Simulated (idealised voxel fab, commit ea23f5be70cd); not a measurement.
The document below concerns the process module designated voxel capacitor over wiring.
The figure presents cross-section cut, which has a width of 160 nm and is divided into square cells with an edge length of 5 nm.
Cross-section layout: square cells on a grid; listed as bands, top to bottom; a band spans one or more cell rows. First you get the band's top height and its bottom height, in nm, and then the materials it's made of, left to right, with each width in nm. If you see a single material with "full width", that one covers the band edge to edge. "empty" is empty space. The level at which height equals 0 is the one under which the wafer, as it arrives, is entirely one material. No lower edge exists for the bottom band, which continues downward and is notated as in "0 nm and below". The width entry "30 to 40" should be interpreted row by row: the top row of cells in the band takes the first number, the bottom row takes the second number, and the change between adjacent rows is uniform throughout. It should be understood that the words "left unchanged", when stated for a given step, signify that the cross-section underwent no change in any of its cells during that step. Listed in "Enclosed void catalog": every empty space of 8 or more cells without an open way to the top. Form: width x height at distance, the distance being from the left edge, all in nm. That trailing text on a step's line, after the settings, is the simulator's own remark on the step. "overlay nm", when on a step's line for a step with a mask, measures how far to the right of its planned place the mask lay; a negative measure means to the left.
### List of planned process steps
1) RECEIVE | material Si
2) CONFORMAL_DEP | material SiO2 | thk nm 15
3) CONFORMAL_DEP | material SiCN | thk nm 5
4) DIRECTIONAL_DEP | material SiO2 | thk nm 20
5) DIRECTIONAL_DEP | material aC | thk nm 15
6) PATTERN | tone open | mask id METAL_1 | material resist | width nm 15 | pitch nm 70 | thk nm 35 | overlay nm 0
7) DIRECTIONAL_ETCH | etch materials aC | depth nm 15
8) STRIP | etch materials resist
9) DIRECTIONAL_ETCH | etch materials SiO2 | depth nm 20
10) DIRECTIONAL_ETCH | etch materials SiCN | depth nm 5
11) STRIP | etch materials aC
12) CONFORMAL_DEP | material TiN | thk nm 5
13) FILL_DEP | material Cu | thk nm 5
14) CMP | height nm 40
15) EPI | material Ru | thk nm 5
16) FILL_DEP | material SiCN | thk nm 5
17) DIRECTIONAL_DEP | material lowk | thk nm 10
18) PATTERN | tone open | mask id PLUG_1 | material resist | width nm 15 | thk nm 20 | overlay nm 0
19) DIRECTIONAL_ETCH | etch materials lowk | depth nm 10
20) DIRECTIONAL_ETCH | etch materials SiCN | depth nm 5
21) STRIP | etch materials resist
22) CONFORMAL_DEP | material TiN | thk nm 5
23) FILL_DEP | material W | thk nm 5
24) CMP | height nm 60
25) DIRECTIONAL_DEP | material TiN | thk nm 5
26) DIRECTIONAL_DEP | material SiN | thk nm 5
27) DIRECTIONAL_DEP | material TiN | thk nm 10
28) DIRECTIONAL_DEP | material aC | thk nm 15
29) PATTERN | tone cover | mask id UPPER_PLATE | material resist | width nm 55 | thk nm 35 | overlay nm 0
30) DIRECTIONAL_ETCH | etch materials aC | depth nm 15
31) STRIP | etch materials resist
32) DIRECTIONAL_ETCH | etch materials TiN | depth nm 10
33) DIRECTIONAL_ETCH | etch materials SiN | depth nm 5
34) STRIP | etch materials aC
35) PATTERN | tone cover | mask id LOWER_PLATE | material resist | width nm 65 | thk nm 20 | overlay nm 0
36) DIRECTIONAL_ETCH | etch materials TiN | depth nm 5
37) STRIP | etch materials resist
38) FILL_DEP | material SiO2 | thk nm 15
39) CMP | height nm 90
40) MASKED_ETCH | tone open | mask id PLUG_2 | width nm 15 | etch materials SiO2 | depth nm 10 | overlay nm 0
41) CONFORMAL_DEP | material TiN | thk nm 5
42) FILL_DEP | material Cu | thk nm 10
43) CMP | height nm 90
44) CONFORMAL_DEP | material SiN | thk nm 5
Heads up: all these wafers start the same, and what changes between them is the width nm in step 6. The value you see in the plan is just what the first wafer got.
### First of several wafers (as received, post step 1), cross-sectional view
0 nm and below = Si full width
Enclosed void catalog: none
### Gained (+) or lost (-) cells of each material since receipt, then closed voids: one row per wafer, at the end of the module
width nm 15 | +9 Cu | +10 Ru | +77 SiCN | +43 SiN | +340 SiO2 | +69 TiN | +2 W | +58 lowk | Enclosed void catalog: none
width nm 20 | +17 Cu | +12 Ru | +73 SiCN | +43 SiN | +332 SiO2 | +71 TiN | +2 W | +58 lowk | Enclosed void catalog: none
width nm 25 | +25 Cu | +14 Ru | +69 SiCN | +43 SiN | +324 SiO2 | +73 TiN | +2 W | +58 lowk | Enclosed void catalog: none
width nm 30 | +33 Cu | +16 Ru | +65 SiCN | +43 SiN | +316 SiO2 | +75 TiN | +2 W | +58 lowk | Enclosed void catalog: none
width nm 35 | +41 Cu | +18 Ru | +61 SiCN | +43 SiN | +308 SiO2 | +77 TiN | +2 W | +58 lowk | Enclosed void catalog: none
